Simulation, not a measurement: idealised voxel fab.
Process module heading - voxel local oxidation
It is cross-section cut that appears here, measuring 190 nm in width, its square cells being 5 nm in size.
Think of the cross-section as a grid of square cells. We describe it in bands, top to bottom, and each band covers one or more rows of those cells.
Band entry format. Leading values: height of top, height of bottom, nm. Remainder: materials in left-to-right order, each with its width in nm. Special words: "edge to edge" on a single material, which then fills the band edge to edge; "empty", empty space.
Zero point of the height axis is 0; under it, received wafer = one material. Lowest band: continues down indefinitely, "from 0 down".
Width spec "30..40" -> top row of cells at first value, bottom row at second value, equal per-row change in between.
You'll sometimes find "nothing was modified" written for a step, and that's the way of saying that nowhere in the cross-section did a cell change during that step.
"Listed closed voids": sealed empty spaces, 8 cells or more, no open way to top, listed width x height at distance, with distance from the left edge and width, height and distance in nm.
Text after the settings on a step's line: the simulator's own remark on that step.
overlay nm: mask offset rightward from planned place, masked step; negative means leftward offset.

[The planned process steps are enumerated hereunder]
| 1 | RECEIVE [material Si] |
| 2 | CONFORMAL_DEP [material SiO2] [thk nm 5] |
| 3 | CONFORMAL_DEP [material SiN] [thk nm 15] |
| 4 | MASKED_ETCH [tone cover] [mask id ACTIVE] [width nm 95] [etch materials SiN] [depth nm 15] [overlay nm 0] |
| 5 | SELECTIVE_ETCH [etch materials SiO2] [depth nm 5] |
| 6 | OXIDIZE [depth nm 10] |
| 7 | STRIP [etch materials SiN] |
Where the wafers of this document differ is in the width nm of step 4; they start out the same, and the plan states the value that applied to the first wafer.

[So this is the first of several wafers, cross-sectioned as it came to us, meaning it's at the end of step 1]
    from 0 down | Si edge to edge
    Listed closed voids: none

[Note: the following table is arranged by wafer, a row apiece. Each row reports the end-of-module state: per material, cells gained (+) or cells lost (-) compared with the wafer as received; closed voids follow]
width nm 95, -50 Si, +67 SiO2, Listed closed voids: none
width nm 100, -48 Si, +66 SiO2, Listed closed voids: none
width nm 105, -46 Si, +65 SiO2, Listed closed voids: none
width nm 110, -44 Si, +64 SiO2, Listed closed voids: none
width nm 115, -42 Si, +63 SiO2, Listed closed voids: none
width nm 120, -40 Si, +62 SiO2, Listed closed voids: none
